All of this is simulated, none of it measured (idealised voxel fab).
Documented hereafter: the process module known as voxel wiring stack.
Square cells of 5 nm make up the cross-section cut, whose width is 205 nm.
Each cross-section below is a grid of square cells, stated as bands in top-down order, with one or more rows of cells making up each band. In this notation a band is specified by the heights of its top and bottom, in that order and in nm, after which its materials appear from left to right, each paired with its width in nm. The word "throughout" attached to a single material means that material fills the band from edge to edge; the word "blank" stands for empty space. It should be noted that heights are counted from 0, beneath which the wafer as supplied is of one material throughout, and that the lowest band possesses no lower boundary but continues downward, as written in "0 nm and below". When a width is written as two numbers, as in "30..40", the first number is the width in the top row of cells of the band and the second is the width in its bottom row, and the width changes by the same amount from each row to the next. "nothing changed", as given for a step, is the statement that not any cell of the cross-section underwent a change during that step. "Voids lacking openings" enumerates empty spaces isolated from the top, with no open way to it, that contain at least 8 cells, giving each as width x height at distance from the left edge, all three in nm. Heads up: the bit after the settings on a step's line is the simulator's remark on that step. "overlay nm" denotes, for a step that has a mask, the displacement of the mask to the right of its planned place, with negative values corresponding to the left.

-- The process steps that were planned are listed below
1: RECEIVE | material Si
2: CONFORMAL_DEP | material SiO2 | thk nm 15
3: DIRECTIONAL_DEP | material TiN | thk nm 5
4: DIRECTIONAL_DEP | material W | thk nm 15
5: MASKED_ETCH | tone cover | mask id METAL_1 | width nm 30 | pitch nm 60 | etch materials W | depth nm 15 | overlay nm 0
6: MASKED_ETCH | tone cover | mask id METAL_1 | width nm 30 | pitch nm 60 | etch materials TiN | depth nm 5 | overlay nm 0
7: CONFORMAL_DEP | material SiN | thk nm 5
8: FILL_DEP | material lowk | thk nm 10
9: CMP | height nm 35
10: CONFORMAL_DEP | material SiCN | thk nm 5
11: DIRECTIONAL_DEP | material SiO2 | thk nm 20
12: DIRECTIONAL_DEP | material aC | thk nm 10
13: PATTERN | tone open | mask id PLUG_1 | material resist | width nm 15 | pitch nm 60 | thk nm 25 | overlay nm 0
14: DIRECTIONAL_ETCH | etch materials aC | depth nm 10
15: STRIP | etch materials resist
16: DIRECTIONAL_ETCH | etch materials SiO2 | depth nm 20
17: DIRECTIONAL_ETCH | etch materials SiCN | depth nm 5
18: STRIP | etch materials aC
19: EPI | material Ru | thk nm 10
20: EPI | material Ru | thk nm 10
21: EPI | material Ru | thk nm 5
22: DIRECTIONAL_DEP | material TiN | thk nm 5
23: DIRECTIONAL_DEP | material Ru | thk nm 15
24: PATTERN | tone cover | mask id METAL_2 | material resist | width nm 30 | pitch nm 60 | thk nm 20 | overlay nm 0
25: DIRECTIONAL_ETCH | etch materials Ru | depth nm 15
26: DIRECTIONAL_ETCH | etch materials TiN | depth nm 5
27: STRIP | etch materials resist
28: CONFORMAL_DEP | material SiCN | thk nm 5
29: FILL_DEP | material lowk | thk nm 5
30: CMP | height nm 80
31: CONFORMAL_DEP | material SiCN | thk nm 5

-- Incoming wafer in cross-section (state: after step 1)
* 0 nm and below: Si throughout
* Voids lacking openings: none

-- Sectioned view, first of two wafers, at the close of the module, processed as intended in the plan
* 85 nm to 80 nm: SiCN throughout
* 80 nm to 65 nm: lowk 20; SiCN 5; Ru 30; SiCN 5; lowk 20; SiCN 5; Ru 30; SiCN 5; lowk 20; SiCN 5; Ru 30; SiCN 5; lowk 25
* 65 nm to 60 nm: SiCN 25; TiN 30; SiCN 30; TiN 30; SiCN 30; TiN 30; SiCN 30
* 60 nm to 40 nm: SiO2 25; Ru 15; SiO2 45; Ru 15; SiO2 45; Ru 15; SiO2 45
* 40 nm to 35 nm: SiCN 25; Ru 15; SiCN 45; Ru 15; SiCN 45; Ru 15; SiCN 45
* 35 nm to 20 nm: lowk 20; SiN 5; W 30; SiN 5; lowk 20; SiN 5; W 30; SiN 5; lowk 20; SiN 5; W 30; SiN 5; lowk 25
* 20 nm to 15 nm: SiN 25; TiN 30; SiN 30; TiN 30; SiN 30; TiN 30; SiN 30
* 15 nm to 0 nm: SiO2 throughout
* 0 nm and below: Si throughout
* Voids lacking openings: none

-- End-of-module cross-section of the second wafer: identical starting point and process plan to the first, with one processing mistake
* 85 nm to 80 nm: SiCN throughout
* 80 nm to 65 nm: SiO2 20; SiCN 5; Ru 30; SiCN 5; SiO2 20; SiCN 5; Ru 30; SiCN 5; SiO2 20; SiCN 5; Ru 30; SiCN 5; SiO2 25
* 65 nm to 60 nm: SiCN 25; TiN 30; SiCN 30; TiN 30; SiCN 30; TiN 30; SiCN 30
* 60 nm to 40 nm: SiO2 25; Ru 15; SiO2 45; Ru 15; SiO2 45; Ru 15; SiO2 45
* 40 nm to 35 nm: SiCN 25; Ru 15; SiCN 45; Ru 15; SiCN 45; Ru 15; SiCN 45
* 35 nm to 20 nm: lowk 20; SiN 5; W 30; SiN 5; lowk 20; SiN 5; W 30; SiN 5; lowk 20; SiN 5; W 30; SiN 5; lowk 25
* 20 nm to 15 nm: SiN 25; TiN 30; SiN 30; TiN 30; SiN 30; TiN 30; SiN 30
* 15 nm to 0 nm: SiO2 throughout
* 0 nm and below: Si throughout
* Voids lacking openings: none
Processing error: step 29 ran differently from the plan; actual operation with settings: FILL_DEP | material SiO2 | thk nm 5
Per the end-of-run cell counts, the second wafer holds more or fewer of some materials than the first: +51 SiO2, -51 lowk
